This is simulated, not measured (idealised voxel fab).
The process module that follows is named voxel fin reveal.
In the cross-section labelled cut, the width is 285 nm and each square cell is 5 nm.
Cross-section layout: square cells on a grid; listed as bands, top to bottom; a band spans one or more cell rows.
The band entry comprises the height of the band's top followed by the height of its bottom, expressed in nm, and subsequently the band's materials from left to right, each stated together with its width in nm. Where a single material is marked with the word "throughout", that material fills the band from edge to edge. The word "empty" represents empty space.
Height 0 is the level under which the wafer as received is all one material. The lowest band goes on downwards, as in "from 0 down".
It should be noted that a width expressed as "30 to 40" varies in equal increments from row to row of cells within the band, taking the value of the first number at the top row and that of the second number at the bottom row.
It should be understood that the words "no modifications", when stated for a given step, signify that the cross-section underwent no change in any of its cells during that step.
If an empty space has no open way to the top and is at least 8 cells in size, "Voids, fully enclosed" lists it, written width x height at distance, where distance is measured from the left edge and every value is in nm.
What comes after the settings on a step's line is commentary from the simulator itself on that step.
overlay nm: on a step with a mask, how far right of its planned place the mask lay; negative means left.
Plan:
| 1 | RECEIVE with material Si |
| 2 | CONFORMAL_DEP with material SiN, thk nm 10 |
| 3 | DIRECTIONAL_DEP with material aC, thk nm 15 |
| 4 | PATTERN with tone cover, mask id FINS, material resist, width nm 15, pitch nm 40, thk nm 30, overlay nm 0 |
| 5 | DIRECTIONAL_ETCH with etch materials aC, depth nm 15 |
| 6 | STRIP with etch materials resist |
| 7 | DIRECTIONAL_ETCH with etch materials SiN, depth nm 10 |
| 8 | DIRECTIONAL_ETCH with etch materials Si, depth nm 35 |
| 9 | STRIP with etch materials aC |
| 10 | FILL_DEP with material SiO2, thk nm 10 |
| 11 | CMP with height nm 10 |
| 12 | SELECTIVE_ETCH with etch materials SiO2, depth nm 20 |
| 13 | STRIP with etch materials SiN |
| 14 | CONFORMAL_DEP with material HfO2, thk nm 5 |
Keep in mind the plan's value for the width nm of step 4 comes from the first wafer; the wafers don't share that setting, but they do share the same starting point.
Cross-section: the first of several wafers in its as-received state, i.e. following step 1:
- from 0 down  Si throughout
- Voids, fully enclosed: none
Note: the following table is arranged by wafer, a row apiece. Each row reports the end-of-module state: per material, cells gained (+) or cells lost (-) compared with the wafer as received; closed voids follow:
width nm 15; +69 HfO2; -336 Si; +240 SiO2; Voids, fully enclosed: none
width nm 20; +69 HfO2; -315 Si; +225 SiO2; Voids, fully enclosed: none
width nm 25; +69 HfO2; -294 Si; +210 SiO2; Voids, fully enclosed: none
